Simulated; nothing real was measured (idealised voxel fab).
Documented hereafter: the process module known as voxel self aligned vias.
Cross-sectional view cut (width: 265 nm; square cell size: 5 nm).
If you're reading a cross-section in this doc, picture square cells in a grid; it comes to you as bands, top ones listed first down to the bottom, and a band can be one or more rows of cells.
Band entry format. Leading values: height of top, height of bottom, nm. Remainder: materials in left-to-right order, each with its width in nm. Special words: "full width" on a single material, which then fills the band edge to edge; "air", empty space.
Heights are measured from 0, the level below which the as-received wafer is all one material; the lowest band has no bottom and continues downward, written as in "0 down".
Note: "30 to 40" means the width goes from the first number (top row of the band) to the second number (bottom row) in equal steps per row of cells.
"remains unaltered" for a step: no cell of the cross-section changed in that step.
"Closed empty spaces": empty spaces of 8 cells or more with no open way to the top, each given as width x height at distance, distance from the left edge, all in nm.
On each step's line, the part that comes after the settings is the simulator's own comment on the step.
overlay nm: how far to the right of its planned place the mask lay on this masked step (negative: to the left).

## Steps in the process plan
- 1: RECEIVE | material Si
- 2: CONFORMAL_DEP | material SiO2 | thk nm 15
- 3: CONFORMAL_DEP | material SiCN | thk nm 5
- 4: DIRECTIONAL_DEP | material lowk | thk nm 30
- 5: PATTERN | tone open | mask id LINES | material resist | width nm 20 | pitch nm 65 | thk nm 20 | overlay nm 0
- 6: DIRECTIONAL_ETCH | etch materials lowk | depth nm 30
- 7: STRIP | etch materials resist
- 8: CONFORMAL_DEP | material TiN | thk nm 5
- 9: FILL_DEP | material W | thk nm 5
- 10: CMP | height nm 50
- 11: SELECTIVE_ETCH | etch materials W Ru TiN | depth nm 5
- 12: FILL_DEP | material SiN | thk nm 10
- 13: CMP | height nm 50
- 14: DIRECTIONAL_DEP | material lowk | thk nm 20
- 15: DIRECTIONAL_DEP | material aC | thk nm 10
- 16: PATTERN | tone open | mask id VIAS | material resist | width nm 40 | pitch nm 65 | thk nm 30 | overlay nm -15
- 17: DIRECTIONAL_ETCH | etch materials aC | depth nm 10
- 18: STRIP | etch materials resist
- 19: DIRECTIONAL_ETCH | etch materials lowk | depth nm 20
- 20: DIRECTIONAL_ETCH | etch materials SiN | depth nm 5
- 21: STRIP | etch materials aC
- 22: CONFORMAL_DEP | material TiN | thk nm 5
- 23: FILL_DEP | material W | thk nm 5
- 24: CMP | height nm 70
- 25: CONFORMAL_DEP | material SiCN | thk nm 5
The value of overlay nm given for step 16 in the plan refers to the first wafer; the wafers vary in this setting and are alike at the start.

## Cross-section, first of several wafers, as delivered after step 1
	0 down | Si full width
	Closed empty spaces: none

## Module finished, last step 25 done: cross-section of the first of several wafers
	75 to 70 | SiCN full width
	70 to 55 | lowk (65) | TiN (5) | W (30) | TiN (5) | lowk (25) | TiN (5) | W (30) | TiN (5) | lowk (95)
	55 to 50 | lowk (65) | TiN (30) | W (5) | TiN (5) | lowk (25) | TiN (30) | W (5) | TiN (5) | lowk (95)
	50 to 45 | lowk (90) | TiN (15) | SiN (5) | lowk (45) | TiN (15) | SiN (5) | lowk (90)
	45 to 25 | lowk (90) | TiN (5) | W (10) | TiN (5) | lowk (45) | TiN (5) | W (10) | TiN (5) | lowk (90)
	25 to 20 | lowk (90) | TiN (20) | lowk (45) | TiN (20) | lowk (90)
	20 to 15 | SiCN full width
	15 to 0 | SiO2 full width
	0 down | Si full width
	Closed empty spaces: none

## Cross-sectional view of the final wafer of several at the module's end
	75 to 70 | SiCN full width
	70 to 55 | lowk (95) | TiN (5) | W (30) | TiN (5) | lowk (25) | TiN (5) | W (30) | TiN (5) | lowk (65)
	55 to 50 | lowk (95) | TiN (5) | W (5) | TiN (30) | lowk (25) | TiN (5) | W (5) | TiN (30) | lowk (65)
	50 to 45 | lowk (90) | SiN (5) | TiN (15) | lowk (45) | SiN (5) | TiN (15) | lowk (90)
	45 to 25 | lowk (90) | TiN (5) | W (10) | TiN (5) | lowk (45) | TiN (5) | W (10) | TiN (5) | lowk (90)
	25 to 20 | lowk (90) | TiN (20) | lowk (45) | TiN (20) | lowk (90)
	20 to 15 | SiCN full width
	15 to 0 | SiO2 full width
	0 down | Si full width
	Closed empty spaces: none

## Per wafer, end of module: cells gained (+) or lost (-) per material since receipt, then closed voids
overlay nm -15 | +106 SiCN | +2 SiN | +159 SiO2 | +56 TiN | +54 W | +418 lowk | Closed empty spaces: none
overlay nm -10 | +106 SiCN | +159 SiO2 | +56 TiN | +56 W | +418 lowk | Closed empty spaces: none
overlay nm -5 | +106 SiCN | +159 SiO2 | +56 TiN | +56 W | +418 lowk | Closed empty spaces: none
overlay nm 0 | +106 SiCN | +159 SiO2 | +56 TiN | +56 W | +418 lowk | Closed empty spaces: none
overlay nm 5 | +106 SiCN | +159 SiO2 | +56 TiN | +56 W | +418 lowk | Closed empty spaces: none
overlay nm 10 | +106 SiCN | +159 SiO2 | +56 TiN | +56 W | +418 lowk | Closed empty spaces: none
overlay nm 15 | +106 SiCN | +2 SiN | +159 SiO2 | +56 TiN | +54 W | +418 lowk | Closed empty spaces: none
